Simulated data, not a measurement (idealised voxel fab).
process module | voxel air gaps
cross-section cut | 270 nm wide | cells 5 nm
A cross-section is a grid of square cells, given in bands from the top down. A band is one or more rows of cells.
Each band's line starts with the height of the band's top and of its bottom, in nm. Then come its materials from left to right, each with its width in nm. One material with "throughout" fills the band from edge to edge. "air" is empty space.
Height 0 is the level under which the wafer as received is all one material. The lowest band goes on downwards, as in "0 down".
A width such as "30 to 40" changes by the same amount from each row of cells to the next, from the band's top row to its bottom row.
"no change" after a step means that no cell of the cross-section changed.
closed voids: empty space of 8 cells or more with no open way to the top, each as width x height at its distance from the left edge, in nm
after a step's settings: what the simulator itself notes on the step
overlay nm, on a step with a mask: how far to the right of its planned place the mask lay; to the left if negative
plan
1 op RECEIVE | material Si
2 op CONFORMAL_DEP | material SiO2 | thk nm 10
3 op CONFORMAL_DEP | material SiN | thk nm 5
4 op DIRECTIONAL_DEP | material lowk | thk nm 30
5 op PATTERN | tone open | mask id LINES | material resist | width nm 20 | pitch nm 45 | thk nm 20 | overlay nm 0
6 op DIRECTIONAL_ETCH | etch materials lowk | depth nm 30
7 op STRIP | etch materials resist
8 op CONFORMAL_DEP | material TiN | thk nm 5
9 op FILL_DEP | material Ru | thk nm 10
10 op CMP | height nm 45
11 op EPI | material Ru | thk nm 10
12 op SELECTIVE_ETCH | etch materials lowk | depth nm 40
13 op CONFORMAL_DEP | material SiCN | thk nm 5
first wafer, as planned
as received, after step 1
  0 down: Si throughout
  closed voids: none
after step 2
  10 to 0: SiO2 throughout
  below 0: unchanged
after step 3
  15 to 10: SiN throughout
  below 10: unchanged
after step 4
  45 to 15: lowk throughout
  below 15: unchanged
after step 5
  65 to 45: resist 80 | air 20 | resist 25 | air 20 | resist 25 | air 20 | resist 80
  below 45: unchanged
after step 6
  65 to 45: resist 80 | air 20 | resist 25 | air 20 | resist 25 | air 20 | resist 80
  45 to 15: lowk 80 | air 20 | lowk 25 | air 20 | lowk 25 | air 20 | lowk 80
  below 15: unchanged
after step 7
  45 to 15: lowk 80 | air 20 | lowk 25 | air 20 | lowk 25 | air 20 | lowk 80
  below 15: unchanged
after step 8
  50 to 45: TiN 85 | air 10 | TiN 35 | air 10 | TiN 35 | air 10 | TiN 85
  45 to 20: lowk 80 | TiN 5 | air 10 | TiN 5 | lowk 25 | TiN 5 | air 10 | TiN 5 | lowk 25 | TiN 5 | air 10 | TiN 5 | lowk 80
  20 to 15: lowk 80 | TiN 20 | lowk 25 | TiN 20 | lowk 25 | TiN 20 | lowk 80
  below 15: unchanged
after step 9
  60 to 50: Ru throughout
  50 to 45: TiN 85 | Ru 10 | TiN 35 | Ru 10 | TiN 35 | Ru 10 | TiN 85
  45 to 20: lowk 80 | TiN 5 | Ru 10 | TiN 5 | lowk 25 | TiN 5 | Ru 10 | TiN 5 | lowk 25 | TiN 5 | Ru 10 | TiN 5 | lowk 80
  below 20: unchanged
after step 10
  45 to 20: lowk 80 | TiN 5 | Ru 10 | TiN 5 | lowk 25 | TiN 5 | Ru 10 | TiN 5 | lowk 25 | TiN 5 | Ru 10 | TiN 5 | lowk 80
  below 20: unchanged
after step 11
  55 to 45: air 70 | Ru 40 | air 5 | Ru 40 | air 5 | Ru 40 | air 70
  below 45: unchanged
after step 12
  55 to 45: air 70 | Ru 40 | air 5 | Ru 40 | air 5 | Ru 40 | air 70
  45 to 20: air 80 | TiN 5 | Ru 10 | TiN 5 | air 25 | TiN 5 | Ru 10 | TiN 5 | air 25 | TiN 5 | Ru 10 | TiN 5 | air 80
  20 to 15: air 80 | TiN 20 | air 25 | TiN 20 | air 25 | TiN 20 | air 80
  below 15: unchanged
after step 13
  60 to 55: air 65 | SiCN 140 | air 65
  55 to 45: air 65 | SiCN 5 | Ru 40 | SiCN 5 | Ru 40 | SiCN 5 | Ru 40 | SiCN 5 | air 65
  45 to 40: air 65 | SiCN 15 | TiN 5 | Ru 10 | TiN 5 | SiCN 25 | TiN 5 | Ru 10 | TiN 5 | SiCN 25 | TiN 5 | Ru 10 | TiN 5 | SiCN 15 | air 65
  40 to 20: air 75 | SiCN 5 | TiN 5 | Ru 10 | TiN 5 | SiCN 5 | air 15 | SiCN 5 | TiN 5 | Ru 10 | TiN 5 | SiCN 5 | air 15 | SiCN 5 | TiN 5 | Ru 10 | TiN 5 | SiCN 5 | air 75
  20 to 15: SiCN 80 | TiN 20 | SiCN 25 | TiN 20 | SiCN 25 | TiN 20 | SiCN 80
  below 15: unchanged
  closed voids: 15 x 20 at 105; 15 x 20 at 150
second wafer: like start, like plan, one mistake. Through step 4 it matches the first wafer
when step 5 should have ended
  65 to 45: air 80 | resist 20 | air 25 | resist 20 | air 25 | resist 20 | air 80
  below 45: unchanged
when step 6 should have ended
  65 to 45: air 80 | resist 20 | air 25 | resist 20 | air 25 | resist 20 | air 80
  45 to 15: air 80 | lowk 20 | air 25 | lowk 20 | air 25 | lowk 20 | air 80
  below 15: unchanged
when step 7 should have ended
  45 to 15: air 80 | lowk 20 | air 25 | lowk 20 | air 25 | lowk 20 | air 80
  below 15: unchanged
when step 8 should have ended
  50 to 45: air 75 | TiN 30 | air 15 | TiN 30 | air 15 | TiN 30 | air 75
  45 to 20: air 75 | TiN 5 | lowk 20 | TiN 5 | air 15 | TiN 5 | lowk 20 | TiN 5 | air 15 | TiN 5 | lowk 20 | TiN 5 | air 75
  20 to 15: TiN 80 | lowk 20 | TiN 25 | lowk 20 | TiN 25 | lowk 20 | TiN 80
  below 15: unchanged
when step 9 should have ended
  60 to 50: Ru throughout
  50 to 45: Ru 75 | TiN 30 | Ru 15 | TiN 30 | Ru 15 | TiN 30 | Ru 75
  45 to 20: Ru 75 | TiN 5 | lowk 20 | TiN 5 | Ru 15 | TiN 5 | lowk 20 | TiN 5 | Ru 15 | TiN 5 | lowk 20 | TiN 5 | Ru 75
  below 20: unchanged
when step 10 should have ended
  45 to 20: Ru 75 | TiN 5 | lowk 20 | TiN 5 | Ru 15 | TiN 5 | lowk 20 | TiN 5 | Ru 15 | TiN 5 | lowk 20 | TiN 5 | Ru 75
  below 20: unchanged
when step 11 should have ended
  55 to 45: Ru throughout
  below 45: unchanged
when step 12 should have ended: no change
when step 13 should have ended
  60 to 55: SiCN throughout
  below 55: unchanged
what went wrong: step 5 ran as: op PATTERN | tone cover | mask id LINES | material resist | width nm 20 | pitch nm 45 | thk nm 20 | overlay nm 0
at the end the second wafer has, in cells: 210 more of Ru | 64 fewer of SiCN | 30 more of TiN | 72 more of lowk
closed voids at the end (first wafer, second wafer): 2, 0
